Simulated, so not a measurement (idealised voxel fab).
process module | voxel wiring stack
cross-section cut | 260 nm wide | cells 5 nm
A cross-section is a grid of square cells, given in bands from the top down. A band is one or more rows of cells.
Each band's line starts with the height of the band's top and of its bottom, in nm. Then come its materials from left to right, each with its width in nm. One material with "throughout" fills the band from edge to edge. "air" is empty space.
Height 0 is the level under which the wafer as received is all one material. The lowest band goes on downwards, as in "0 down".
A width such as "30 to 40" changes by the same amount from each row of cells to the next, from the band's top row to its bottom row.
"no change" after a step means that no cell of the cross-section changed.
closed voids: empty space of 8 cells or more with no open way to the top, each as width x height at its distance from the left edge, in nm
after a step's settings: what the simulator itself notes on the step
overlay nm, on a step with a mask: how far to the right of its planned place the mask lay; to the left if negative
plan
1 op RECEIVE | material Si
2 op CONFORMAL_DEP | material SiO2 | thk nm 15
3 op CONFORMAL_DEP | material SiCN | thk nm 5
4 op DIRECTIONAL_DEP | material lowk | thk nm 20
5 op MASKED_ETCH | tone open | mask id METAL_1 | width nm 25 | pitch nm 50 | etch materials lowk | depth nm 20 | overlay nm 0
6 op MASKED_ETCH | tone open | mask id METAL_1 | width nm 25 | pitch nm 50 | etch materials SiCN | depth nm 5 | overlay nm 0
7 op CONFORMAL_DEP | material TiN | thk nm 5
8 op FILL_DEP | material Cu | thk nm 10
9 op CMP | height nm 40
10 op CONFORMAL_DEP | material SiCN | thk nm 5
11 op DIRECTIONAL_DEP | material lowk | thk nm 15
12 op MASKED_ETCH | tone open | mask id PLUG_1 | width nm 15 | pitch nm 100 | etch materials lowk | depth nm 15 | overlay nm -15
13 op MASKED_ETCH | tone open | mask id PLUG_1 | width nm 15 | pitch nm 100 | etch materials SiCN | depth nm 5 | overlay nm 0
14 op EPI | material Ru | thk nm 10
15 op EPI | material Ru | thk nm 10
16 op CONFORMAL_DEP | material SiCN | thk nm 5
17 op DIRECTIONAL_DEP | material SiO2 | thk nm 25
18 op DIRECTIONAL_DEP | material aC | thk nm 15
19 op PATTERN | tone open | mask id METAL_2 | material resist | width nm 25 | pitch nm 50 | thk nm 30 | overlay nm 0
20 op DIRECTIONAL_ETCH | etch materials aC | depth nm 15
21 op STRIP | etch materials resist
22 op DIRECTIONAL_ETCH | etch materials SiO2 | depth nm 25
23 op DIRECTIONAL_ETCH | etch materials SiCN | depth nm 5
24 op STRIP | etch materials aC
25 op CONFORMAL_DEP | material TiN | thk nm 5
26 op FILL_DEP | material Cu | thk nm 5
27 op CMP | height nm 90
28 op CONFORMAL_DEP | material SiCN | thk nm 5
29 op DIRECTIONAL_DEP | material SiO2 | thk nm 15
30 op DIRECTIONAL_DEP | material aC | thk nm 15
31 op PATTERN | tone open | mask id PLUG_2 | material resist | width nm 15 | pitch nm 50 | thk nm 30 | overlay nm 0
32 op DIRECTIONAL_ETCH | etch materials aC | depth nm 15
33 op STRIP | etch materials resist
34 op DIRECTIONAL_ETCH | etch materials SiO2 | depth nm 15
35 op DIRECTIONAL_ETCH | etch materials SiCN | depth nm 5
36 op STRIP | etch materials aC
37 op CONFORMAL_DEP | material TiN | thk nm 5
38 op FILL_DEP | material Cu | thk nm 10
39 op CMP | height nm 110
40 op DIRECTIONAL_DEP | material TiN | thk nm 5
41 op DIRECTIONAL_DEP | material Ru | thk nm 20
42 op PATTERN | tone cover | mask id METAL_3 | material resist | width nm 25 | pitch nm 50 | thk nm 15 | overlay nm 0
43 op DIRECTIONAL_ETCH | etch materials Ru | depth nm 20
44 op DIRECTIONAL_ETCH | etch materials TiN | depth nm 5
45 op STRIP | etch materials resist
46 op FILL_DEP | material lowk | thk nm 5
47 op CMP | height nm 135
48 op CONFORMAL_DEP | material SiCN | thk nm 5
49 op DIRECTIONAL_DEP | material lowk | thk nm 20
50 op MASKED_ETCH | tone open | mask id PLUG_3 | width nm 15 | pitch nm 50 | etch materials lowk | depth nm 20 | overlay nm 0
51 op MASKED_ETCH | tone open | mask id PLUG_3 | width nm 15 | pitch nm 50 | etch materials SiCN | depth nm 5 | overlay nm 0
52 op EPI | material Ru | thk nm 10
53 op EPI | material Ru | thk nm 10
54 op EPI | material Ru | thk nm 5
55 op CONFORMAL_DEP | material SiCN | thk nm 5
56 op DIRECTIONAL_DEP | material lowk | thk nm 15
57 op PATTERN | tone open | mask id METAL_4 | material resist | width nm 25 | pitch nm 50 | thk nm 15 | overlay nm 0
58 op DIRECTIONAL_ETCH | etch materials lowk | depth nm 15
59 op DIRECTIONAL_ETCH | etch materials SiCN | depth nm 5
60 op STRIP | etch materials resist
61 op CONFORMAL_DEP | material TiN | thk nm 5
62 op FILL_DEP | material Ru | thk nm 5
63 op CMP | height nm 180
64 op CONFORMAL_DEP | material SiCN | thk nm 5
varied across the wafers: overlay nm of step 12. The plan shows the first wafer's value. All wafers start alike
first wafer as received, after step 1
  0 down: Si throughout
  closed voids: none
first wafer at the end, after step 64
  185 to 180: SiCN throughout
  180 to 165: lowk 40 | TiN 5 | Ru 15 | TiN 5 | lowk 25 | TiN 5 | Ru 15 | TiN 5 | lowk 25 | TiN 5 | Ru 15 | TiN 5 | lowk 25 | TiN 5 | Ru 15 | TiN 5 | lowk 45
  165 to 160: SiCN 40 | TiN 25 | SiCN 25 | TiN 25 | SiCN 25 | TiN 25 | SiCN 25 | TiN 25 | SiCN 45
  160 to 140: lowk 40 | Ru 15 | lowk 35 | Ru 15 | lowk 35 | Ru 15 | lowk 35 | Ru 15 | lowk 55
  140 to 135: SiCN 40 | Ru 15 | SiCN 35 | Ru 15 | SiCN 35 | Ru 15 | SiCN 35 | Ru 15 | SiCN 55
  135 to 115: lowk 40 | Ru 25 | lowk 25 | Ru 25 | lowk 25 | Ru 25 | lowk 25 | Ru 25 | lowk 45
  115 to 110: lowk 40 | TiN 25 | lowk 25 | TiN 25 | lowk 25 | TiN 25 | lowk 25 | TiN 25 | lowk 45
  110 to 95: SiO2 40 | TiN 5 | Cu 5 | TiN 5 | SiO2 35 | TiN 5 | Cu 5 | TiN 5 | SiO2 35 | TiN 5 | Cu 5 | TiN 5 | SiO2 35 | TiN 5 | Cu 5 | TiN 5 | SiO2 55
  95 to 90: SiCN 40 | TiN 15 | SiCN 35 | TiN 15 | SiCN 35 | TiN 15 | SiCN 35 | TiN 15 | SiCN 55
  90 to 75: SiO2 30 | TiN 5 | SiO2 5 | TiN 5 | Cu 15 | TiN 5 | SiO2 25 | TiN 5 | Cu 15 | TiN 5 | SiO2 15 | TiN 5 | SiO2 5 | TiN 5 | Cu 15 | TiN 5 | SiO2 25 | TiN 5 | Cu 15 | TiN 5 | SiO2 45
  75 to 65: SiO2 40 | TiN 5 | Cu 15 | TiN 5 | SiO2 25 | TiN 5 | Cu 15 | TiN 5 | SiO2 25 | TiN 5 | Cu 15 | TiN 5 | SiO2 25 | TiN 5 | Cu 15 | TiN 5 | SiO2 45
  65 to 60: SiCN 30 | SiO2 5 | SiCN 5 | TiN 25 | SiCN 25 | TiN 25 | SiCN 15 | SiO2 5 | SiCN 5 | TiN 25 | SiCN 25 | TiN 25 | SiCN 45
  60 to 50: lowk 25 | SiCN 5 | SiO2 5 | SiCN 5 | lowk 85 | SiCN 5 | SiO2 5 | SiCN 5 | lowk 120
  50 to 45: lowk 25 | SiCN 15 | lowk 85 | SiCN 15 | lowk 120
  45 to 40: SiCN throughout
  40 to 20: lowk 40 | TiN 5 | Cu 15 | TiN 5 | lowk 25 | TiN 5 | Cu 15 | TiN 5 | lowk 25 | TiN 5 | Cu 15 | TiN 5 | lowk 25 | TiN 5 | Cu 15 | TiN 5 | lowk 45
  20 to 15: SiCN 40 | TiN 25 | SiCN 25 | TiN 25 | SiCN 25 | TiN 25 | SiCN 25 | TiN 25 | SiCN 45
  15 to 0: SiO2 throughout
  0 down: Si throughout
  closed voids: none
last wafer at the end
  185 to 180: SiCN throughout
  180 to 165: lowk 40 | TiN 5 | Ru 15 | TiN 5 | lowk 25 | TiN 5 | Ru 15 | TiN 5 | lowk 25 | TiN 5 | Ru 15 | TiN 5 | lowk 25 | TiN 5 | Ru 15 | TiN 5 | lowk 45
  165 to 160: SiCN 40 | TiN 25 | SiCN 25 | TiN 25 | SiCN 25 | TiN 25 | SiCN 25 | TiN 25 | SiCN 45
  160 to 140: lowk 40 | Ru 15 | lowk 35 | Ru 15 | lowk 35 | Ru 15 | lowk 35 | Ru 15 | lowk 55
  140 to 135: SiCN 40 | Ru 15 | SiCN 35 | Ru 15 | SiCN 35 | Ru 15 | SiCN 35 | Ru 15 | SiCN 55
  135 to 115: lowk 40 | Ru 25 | lowk 25 | Ru 25 | lowk 25 | Ru 25 | lowk 25 | Ru 25 | lowk 45
  115 to 110: lowk 40 | TiN 25 | lowk 25 | TiN 25 | lowk 25 | TiN 25 | lowk 25 | TiN 25 | lowk 45
  110 to 95: SiO2 40 | TiN 5 | Cu 5 | TiN 5 | SiO2 35 | TiN 5 | Cu 5 | TiN 5 | SiO2 35 | TiN 5 | Cu 5 | TiN 5 | SiO2 35 | TiN 5 | Cu 5 | TiN 5 | SiO2 55
  95 to 90: SiCN 40 | TiN 15 | SiCN 35 | TiN 15 | SiCN 35 | TiN 15 | SiCN 35 | TiN 15 | SiCN 55
  90 to 65: SiO2 40 | TiN 5 | Cu 15 | TiN 5 | SiO2 25 | TiN 5 | Cu 15 | TiN 5 | SiO2 25 | TiN 5 | Cu 15 | TiN 5 | SiO2 25 | TiN 5 | Cu 15 | TiN 5 | SiO2 45
  65 to 60: SiCN 40 | TiN 25 | SiCN 25 | TiN 25 | SiCN 25 | TiN 25 | SiCN 25 | TiN 25 | SiCN 45
  60 to 45: lowk 55 | SiCN 5 | TiN 5 | SiCN 5 | lowk 85 | SiCN 5 | TiN 5 | SiCN 5 | lowk 90
  45 to 40: SiCN throughout
  40 to 20: lowk 40 | TiN 5 | Cu 15 | TiN 5 | lowk 25 | TiN 5 | Cu 15 | TiN 5 | lowk 25 | TiN 5 | Cu 15 | TiN 5 | lowk 25 | TiN 5 | Cu 15 | TiN 5 | lowk 45
  20 to 15: SiCN 40 | TiN 25 | SiCN 25 | TiN 25 | SiCN 25 | TiN 25 | SiCN 25 | TiN 25 | SiCN 45
  15 to 0: SiO2 throughout
  0 down: Si throughout
  closed voids: none
each wafer at the end: cells of each material gained (+) or lost (-) since it was received, then its closed voids
overlay nm -15 | +120 Cu | +176 Ru | +292 SiCN | +436 SiO2 | +218 TiN | +682 lowk | closed voids: none
overlay nm -10 | +120 Cu | +196 Ru | +278 SiCN | +436 SiO2 | +212 TiN | +682 lowk | closed voids: none
overlay nm -5 | +120 Cu | +198 Ru | +276 SiCN | +436 SiO2 | +212 TiN | +682 lowk | closed voids: none
overlay nm 0 | +120 Cu | +200 Ru | +274 SiCN | +436 SiO2 | +212 TiN | +682 lowk | closed voids: none
overlay nm 5 | +120 Cu | +198 Ru | +276 SiCN | +436 SiO2 | +212 TiN | +682 lowk | closed voids: none
overlay nm 10 | +120 Cu | +196 Ru | +278 SiCN | +436 SiO2 | +212 TiN | +682 lowk | closed voids: none
overlay nm 15 | +120 Cu | +176 Ru | +292 SiCN | +436 SiO2 | +218 TiN | +682 lowk | closed voids: none
